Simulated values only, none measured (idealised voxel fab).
A process module follows: voxel tone inversion.
This is section cut - it's 165 nm across, gridded in 5 nm square cells.
If you're reading a cross-section in this doc, picture square cells in a grid; it comes to you as bands, top ones listed first down to the bottom, and a band can be one or more rows of cells.
Top height, bottom height, nm. Materials left to right, width each, nm. Single material + "edge to edge" = fills band edge to edge. "air" = empty.
Ref level 0: as-received wafer is one material below here. Bottom band extends down with no lower bound ("0 and below").
Quick explanation for "30..40": the width changes in equal steps down the rows of cells, from the first number in the band's top row to the second number in its bottom row.
The cross-section has no changed cell in any step marked "nothing got changed".
Heads up: "Closed void list" only lists the empty pockets with no open path to the top that are 8 cells or more, and it writes them as width x height at distance, distance from the left edge, in nm.
Formally, on a step line, whatever follows the settings is a remark that the simulator itself makes on the step.
"overlay nm" answers the question of how far to the right of plan the mask lay on a step that has a mask, and when it is negative the answer is to the left.
### plan
- 1: RECEIVE: material Si
- 2: CONFORMAL_DEP: material SiCN, thk nm 5
- 3: DIRECTIONAL_DEP: material polySi, thk nm 15
- 4: PATTERN: tone cover, mask id POSTS, material resist, width nm 15, pitch nm 40, thk nm 20, overlay nm 0
- 5: DIRECTIONAL_ETCH: etch materials polySi, depth nm 15
- 6: STRIP: etch materials resist
- 7: FILL_DEP: material SiO2, thk nm 5
- 8: CMP: height nm 20
- 9: STRIP: etch materials polySi
### The first of the two wafers, which ran as planned
### As received (post step 1): cross-section
> 0 and below: Si edge to edge
> Closed void list: none
### Upon completion of step 2, the wafer appears in cross-section as shown
> 5 down to 0: SiCN edge to edge
> Below a height of 0, the structure has not been altered.
### Upon completion of step 3, the wafer appears in cross-section as shown
> 20 down to 5: polySi edge to edge
> Below a height of 5, the structure has not been altered.
### Upon completion of step 4, the wafer appears in cross-section as shown
> 40 down to 20: air (55)  resist (15)  air (25)  resist (15)  air (55)
> Below a height of 20, the structure has not been altered.
### Upon completion of step 5, the wafer appears in cross-section as shown
> 40 down to 20: air (55)  resist (15)  air (25)  resist (15)  air (55)
> 20 down to 5: air (55)  polySi (15)  air (25)  polySi (15)  air (55)
> Below a height of 5, the structure has not been altered.
### Upon completion of step 6, the wafer appears in cross-section as shown
> 20 down to 5: air (55)  polySi (15)  air (25)  polySi (15)  air (55)
> Below a height of 5, the structure has not been altered.
### Upon completion of step 7, the wafer appears in cross-section as shown
> 25 down to 20: SiO2 edge to edge
> 20 down to 5: SiO2 (55)  polySi (15)  SiO2 (25)  polySi (15)  SiO2 (55)
> Below a height of 5, the structure has not been altered.
### Upon completion of step 8, the wafer appears in cross-section as shown
> 20 down to 5: SiO2 (55)  polySi (15)  SiO2 (25)  polySi (15)  SiO2 (55)
> Below a height of 5, the structure has not been altered.
### Upon completion of step 9, the wafer appears in cross-section as shown
> 20 down to 5: SiO2 (55)  air (15)  SiO2 (25)  air (15)  SiO2 (55)
> Below a height of 5, the structure has not been altered.
### Second wafer - shared start and plan with the first - one error in running - same as the first up to step 1 inclusive
### Here is the second wafer in cross-section at the point where step 2 of the plan should have been done
> 15 down to 0: polySi edge to edge
> Below a height of 0, the structure has not been altered.
### Here is the second wafer in cross-section at the point where step 3 of the plan should have been done
> 20 down to 15: SiCN edge to edge
> Below a height of 15, the structure has not been altered.
### Here is the second wafer in cross-section at the point where step 4 of the plan should have been done
> 40 down to 20: air (55)  resist (15)  air (25)  resist (15)  air (55)
> Below a height of 20, the structure has not been altered.
Here is the second wafer in cross-section at the point where step 5 of the plan should have been done: nothing got changed
### Here is the second wafer in cross-section at the point where step 6 of the plan should have been done
> 20 down to 15: SiCN edge to edge
> Below a height of 15, the structure has not been altered.
### Here is the second wafer in cross-section at the point where step 7 of the plan should have been done
> 25 down to 20: SiO2 edge to edge
> Below a height of 20, the structure has not been altered.
### Here is the second wafer in cross-section at the point where step 8 of the plan should have been done
> 20 down to 15: SiCN edge to edge
> Below a height of 15, the structure has not been altered.
Here is the second wafer in cross-section at the point where step 9 of the plan should have been done: nothing got changed
So what did we get wrong on this run? the executed order of steps 2 and 3 is the reverse of that specified in the plan, each step having taken the other's position
End of process, cell counts, second wafer against first, materials with more or fewer: 81 fewer of SiO2, 99 more of polySi
